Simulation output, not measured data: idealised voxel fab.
process module | voxel double patterning
cross-section cut | 220 nm wide | cells 5 nm
A cross-section is a grid of square cells, given in bands from the top down. A band is one or more rows of cells.
Each band's line starts with the height of the band's top and of its bottom, in nm. Then come its materials from left to right, each with its width in nm. One material with "throughout" fills the band from edge to edge. "air" is empty space.
Height 0 is the level under which the wafer as received is all one material. The lowest band goes on downwards, as in "0 down".
A width such as "30 to 40" changes by the same amount from each row of cells to the next, from the band's top row to its bottom row.
"no change" after a step means that no cell of the cross-section changed.
closed voids: empty space of 8 cells or more with no open way to the top, each as width x height at its distance from the left edge, in nm
after a step's settings: what the simulator itself notes on the step
overlay nm, on a step with a mask: how far to the right of its planned place the mask lay; to the left if negative
plan
1 op RECEIVE | material Si
2 op CONFORMAL_DEP | material SiO2 | thk nm 10
3 op DIRECTIONAL_DEP | material W | thk nm 15
4 op DIRECTIONAL_DEP | material SiCN | thk nm 5
5 op DIRECTIONAL_DEP | material aC | thk nm 10
6 op PATTERN | tone open | mask id FIRST | material resist | width nm 15 | pitch nm 50 | thk nm 25 | overlay nm 0
7 op DIRECTIONAL_ETCH | etch materials aC | depth nm 10
8 op STRIP | etch materials resist
9 op DIRECTIONAL_ETCH | etch materials SiCN | depth nm 5
10 op STRIP | etch materials aC
11 op DIRECTIONAL_DEP | material aC | thk nm 10
12 op PATTERN | tone open | mask id SECOND | material resist | width nm 15 | pitch nm 50 | thk nm 30 | overlay nm 0
13 op DIRECTIONAL_ETCH | etch materials aC | depth nm 10
14 op STRIP | etch materials resist
15 op DIRECTIONAL_ETCH | etch materials SiCN | depth nm 5
16 op STRIP | etch materials aC
17 op DIRECTIONAL_ETCH | etch materials W | depth nm 15
18 op STRIP | etch materials SiCN
first wafer, as planned
as received, after step 1
  0 down: Si throughout
  closed voids: none
after step 2
  10 to 0: SiO2 throughout
  below 0: unchanged
after step 3
  25 to 10: W throughout
  below 10: unchanged
after step 4
  30 to 25: SiCN throughout
  below 25: unchanged
after step 5
  40 to 30: aC throughout
  below 30: unchanged
after step 6
  65 to 40: resist 50 | air 15 | resist 35 | air 15 | resist 35 | air 15 | resist 55
  below 40: unchanged
after step 7
  55 to 40: resist 50 | air 15 | resist 35 | air 15 | resist 35 | air 15 | resist 55
  40 to 30: aC 50 | air 15 | aC 35 | air 15 | aC 35 | air 15 | aC 55
  below 30: unchanged
after step 8
  40 to 30: aC 50 | air 15 | aC 35 | air 15 | aC 35 | air 15 | aC 55
  below 30: unchanged
after step 9
  40 to 30: aC 50 | air 15 | aC 35 | air 15 | aC 35 | air 15 | aC 55
  30 to 25: SiCN 50 | air 15 | SiCN 35 | air 15 | SiCN 35 | air 15 | SiCN 55
  below 25: unchanged
after step 10
  30 to 25: SiCN 50 | air 15 | SiCN 35 | air 15 | SiCN 35 | air 15 | SiCN 55
  below 25: unchanged
after step 11
  40 to 35: aC 50 | air 15 | aC 35 | air 15 | aC 35 | air 15 | aC 55
  35 to 30: aC throughout
  30 to 25: SiCN 50 | aC 15 | SiCN 35 | aC 15 | SiCN 35 | aC 15 | SiCN 55
  below 25: unchanged
after step 12
  70 to 40: resist 75 | air 15 | resist 35 | air 15 | resist 80
  40 to 35: aC 50 | resist 15 | aC 35 | resist 15 | aC 35 | resist 15 | aC 55
  below 35: unchanged
after step 13
  60 to 40: resist 75 | air 15 | resist 35 | air 15 | resist 80
  40 to 35: aC 50 | resist 15 | aC 10 | air 15 | aC 10 | resist 15 | aC 10 | air 15 | aC 10 | resist 15 | aC 55
  35 to 30: aC 75 | air 15 | aC 35 | air 15 | aC 80
  below 30: unchanged
after step 14
  40 to 35: aC 50 | air 15 | aC 10 | air 15 | aC 10 | air 15 | aC 10 | air 15 | aC 10 | air 15 | aC 55
  below 35: unchanged
after step 15
  40 to 35: aC 50 | air 15 | aC 10 | air 15 | aC 10 | air 15 | aC 10 | air 15 | aC 10 | air 15 | aC 55
  35 to 30: aC 75 | air 15 | aC 35 | air 15 | aC 80
  30 to 25: SiCN 50 | aC 15 | SiCN 10 | air 15 | SiCN 10 | aC 15 | SiCN 10 | air 15 | SiCN 10 | aC 15 | SiCN 55
  below 25: unchanged
after step 16
  30 to 25: SiCN 50 | air 15 | SiCN 10 | air 15 | SiCN 10 | air 15 | SiCN 10 | air 15 | SiCN 10 | air 15 | SiCN 55
  below 25: unchanged
after step 17
  30 to 25: SiCN 50 | air 15 | SiCN 10 | air 15 | SiCN 10 | air 15 | SiCN 10 | air 15 | SiCN 10 | air 15 | SiCN 55
  25 to 10: W 50 | air 15 | W 10 | air 15 | W 10 | air 15 | W 10 | air 15 | W 10 | air 15 | W 55
  below 10: unchanged
after step 18
  25 to 10: W 50 | air 15 | W 10 | air 15 | W 10 | air 15 | W 10 | air 15 | W 10 | air 15 | W 55
  below 10: unchanged
second wafer: like start, like plan, one mistake. Through step 5 it matches the first wafer
when step 6 should have ended
  65 to 40: resist 45 | air 25 | resist 25 | air 25 | resist 25 | air 25 | resist 50
  below 40: unchanged
when step 7 should have ended
  55 to 40: resist 45 | air 25 | resist 25 | air 25 | resist 25 | air 25 | resist 50
  40 to 30: aC 45 | air 25 | aC 25 | air 25 | aC 25 | air 25 | aC 50
  below 30: unchanged
when step 8 should have ended
  40 to 30: aC 45 | air 25 | aC 25 | air 25 | aC 25 | air 25 | aC 50
  below 30: unchanged
when step 9 should have ended
  40 to 30: aC 45 | air 25 | aC 25 | air 25 | aC 25 | air 25 | aC 50
  30 to 25: SiCN 45 | air 25 | SiCN 25 | air 25 | SiCN 25 | air 25 | SiCN 50
  below 25: unchanged
when step 10 should have ended
  30 to 25: SiCN 45 | air 25 | SiCN 25 | air 25 | SiCN 25 | air 25 | SiCN 50
  below 25: unchanged
when step 11 should have ended
  40 to 35: aC 45 | air 25 | aC 25 | air 25 | aC 25 | air 25 | aC 50
  35 to 30: aC throughout
  30 to 25: SiCN 45 | aC 25 | SiCN 25 | aC 25 | SiCN 25 | aC 25 | SiCN 50
  below 25: unchanged
when step 12 should have ended
  70 to 40: resist 75 | air 15 | resist 35 | air 15 | resist 80
  40 to 35: aC 45 | resist 25 | aC 25 | resist 25 | aC 25 | resist 25 | aC 50
  below 35: unchanged
when step 13 should have ended
  60 to 40: resist 75 | air 15 | resist 35 | air 15 | resist 80
  40 to 35: aC 45 | resist 25 | aC 5 | air 15 | aC 5 | resist 25 | aC 5 | air 15 | aC 5 | resist 25 | aC 50
  35 to 30: aC 75 | air 15 | aC 35 | air 15 | aC 80
  below 30: unchanged
when step 14 should have ended
  40 to 35: aC 45 | air 25 | aC 5 | air 15 | aC 5 | air 25 | aC 5 | air 15 | aC 5 | air 25 | aC 50
  below 35: unchanged
when step 15 should have ended
  40 to 35: aC 45 | air 25 | aC 5 | air 15 | aC 5 | air 25 | aC 5 | air 15 | aC 5 | air 25 | aC 50
  35 to 30: aC 75 | air 15 | aC 35 | air 15 | aC 80
  30 to 25: SiCN 45 | aC 25 | SiCN 5 | air 15 | SiCN 5 | aC 25 | SiCN 5 | air 15 | SiCN 5 | aC 25 | SiCN 50
  below 25: unchanged
when step 16 should have ended
  30 to 25: SiCN 45 | air 25 | SiCN 5 | air 15 | SiCN 5 | air 25 | SiCN 5 | air 15 | SiCN 5 | air 25 | SiCN 50
  below 25: unchanged
when step 17 should have ended
  30 to 25: SiCN 45 | air 25 | SiCN 5 | air 15 | SiCN 5 | air 25 | SiCN 5 | air 15 | SiCN 5 | air 25 | SiCN 50
  25 to 10: W 45 | air 25 | W 5 | air 15 | W 5 | air 25 | W 5 | air 15 | W 5 | air 25 | W 50
  below 10: unchanged
when step 18 should have ended
  25 to 10: W 45 | air 25 | W 5 | air 15 | W 5 | air 25 | W 5 | air 15 | W 5 | air 25 | W 50
  below 10: unchanged
what went wrong: step 6 ran as: op PATTERN | tone open | mask id FIRST | material resist | width nm 25 | pitch nm 50 | thk nm 25 | overlay nm 0
at the end the second wafer has, in cells: 18 fewer of W
